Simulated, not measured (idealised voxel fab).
Module name: voxel air gaps (process module)
Shown is cross-section cut, with a width of 235 nm and square cells of size 5 nm.
Each cross-section below is a grid of square cells, stated as bands in top-down order, with one or more rows of cells making up each band.
Band entry format. Leading values: height of top, height of bottom, nm. Remainder: materials in left-to-right order, each with its width in nm. Special words: "throughout" on a single material, which then fills the band edge to edge; "blank", empty space.
Note: height 0 marks the level under which the wafer is uniformly one material as received. Lowest band unbounded below, written "0 nm and below".
Top row gets the first number, bottom row gets the second, and each row in between changes by the same step: that is how a band width like "30 to 40" works.
Key: "nothing changed" - step with no changed cell in the cross-section.
"Closed void listing" means: voids of 8 cells or more that are shut off from the top with no open way through. Written width x height at distance, distance from the left edge, in nm.
It should be noted that, on the line of a given step, the content following the step's settings is a remark produced by the simulator itself with respect to that step.
On any step carrying a mask, the "overlay nm" setting, if present on the step's line, tells how far right of its planned place the mask lay; negative values point to the left.

### Set out below are the planned steps of the process
| 1 | RECEIVE (material Si) |
| 2 | CONFORMAL_DEP (material SiO2; thk nm 15) |
| 3 | CONFORMAL_DEP (material SiCN; thk nm 5) |
| 4 | DIRECTIONAL_DEP (material lowk; thk nm 30) |
| 5 | PATTERN (tone open; mask id LINES; material resist; width nm 15; pitch nm 50; thk nm 15; overlay nm 0) |
| 6 | DIRECTIONAL_ETCH (etch materials lowk; depth nm 30) |
| 7 | STRIP (etch materials resist) |
| 8 | CONFORMAL_DEP (material TiN; thk nm 5) |
| 9 | FILL_DEP (material W; thk nm 5) |
| 10 | CMP (height nm 50) |
| 11 | EPI (material Ru; thk nm 10) |
| 12 | SELECTIVE_ETCH (etch materials lowk; depth nm 40) |
| 13 | CONFORMAL_DEP (material SiCN; thk nm 5) |
Be aware that, although all wafers share a common starting state, the width nm at step 5 differs among them, and the plan displays the first wafer's value.

### As-received cross-section, first of several wafers, post step 1
    0 nm and below: Si throughout
    Closed void listing: none

### Here is the cross-section of the first of several wafers at the end of the module, after its last step, step 13
    65 nm to 60 nm: blank (45)  SiCN (45)  blank (5)  SiCN (45)  blank (5)  SiCN (45)  blank (45)
    60 nm to 50 nm: blank (45)  SiCN (5)  Ru (35)  SiCN (5)  blank (5)  SiCN (5)  Ru (35)  SiCN (5)  blank (5)  SiCN (5)  Ru (35)  SiCN (5)  blank (45)
    50 nm to 45 nm: blank (45)  SiCN (15)  TiN (5)  W (5)  TiN (5)  SiCN (15)  blank (5)  SiCN (15)  TiN (5)  W (5)  TiN (5)  SiCN (15)  blank (5)  SiCN (15)  TiN (5)  W (5)  TiN (5)  SiCN (15)  blank (45)
    45 nm to 25 nm: blank (55)  SiCN (5)  TiN (5)  W (5)  TiN (5)  SiCN (5)  blank (25)  SiCN (5)  TiN (5)  W (5)  TiN (5)  SiCN (5)  blank (25)  SiCN (5)  TiN (5)  W (5)  TiN (5)  SiCN (5)  blank (55)
    25 nm to 20 nm: SiCN (60)  TiN (15)  SiCN (35)  TiN (15)  SiCN (35)  TiN (15)  SiCN (60)
    20 nm to 15 nm: SiCN throughout
    15 nm to 0 nm: SiO2 throughout
    0 nm and below: Si throughout
    Closed void listing: none

### Last-wafer cross-section at the end of the module
    65 nm to 60 nm: blank (35)  SiCN (165)  blank (35)
    60 nm to 50 nm: blank (35)  SiCN (5)  Ru (155)  SiCN (5)  blank (35)
    50 nm to 45 nm: blank (35)  SiCN (15)  TiN (5)  W (25)  TiN (5)  lowk (15)  TiN (5)  W (25)  TiN (5)  lowk (15)  TiN (5)  W (25)  TiN (5)  SiCN (15)  blank (35)
    45 nm to 25 nm: blank (45)  SiCN (5)  TiN (5)  W (25)  TiN (5)  lowk (15)  TiN (5)  W (25)  TiN (5)  lowk (15)  TiN (5)  W (25)  TiN (5)  SiCN (5)  blank (45)
    25 nm to 20 nm: SiCN (50)  TiN (35)  lowk (15)  TiN (35)  lowk (15)  TiN (35)  SiCN (50)
    20 nm to 15 nm: SiCN throughout
    15 nm to 0 nm: SiO2 throughout
    0 nm and below: Si throughout
    Closed void listing: none

### So in this table every wafer gets its own row, and what you see is where it stands at the end of the module: for each material, how many cells it picked up (+) or gave up (-) since we received it, and after that its closed voids
width nm 15, +42 Ru, +166 SiCN, +141 SiO2, +39 TiN, +15 W, Closed void listing: none
width nm 20, +48 Ru, +166 SiCN, +141 SiO2, +42 TiN, +30 W, Closed void listing: 20 x 20 at 80; 20 x 20 at 130
width nm 25, +54 Ru, +158 SiCN, +141 SiO2, +45 TiN, +45 W, Closed void listing: 15 x 20 at 85; 15 x 20 at 135
width nm 30, +60 Ru, +118 SiCN, +141 SiO2, +48 TiN, +60 W, +48 lowk, Closed void listing: none
width nm 35, +62 Ru, +118 SiCN, +141 SiO2, +51 TiN, +75 W, +36 lowk, Closed void listing: none
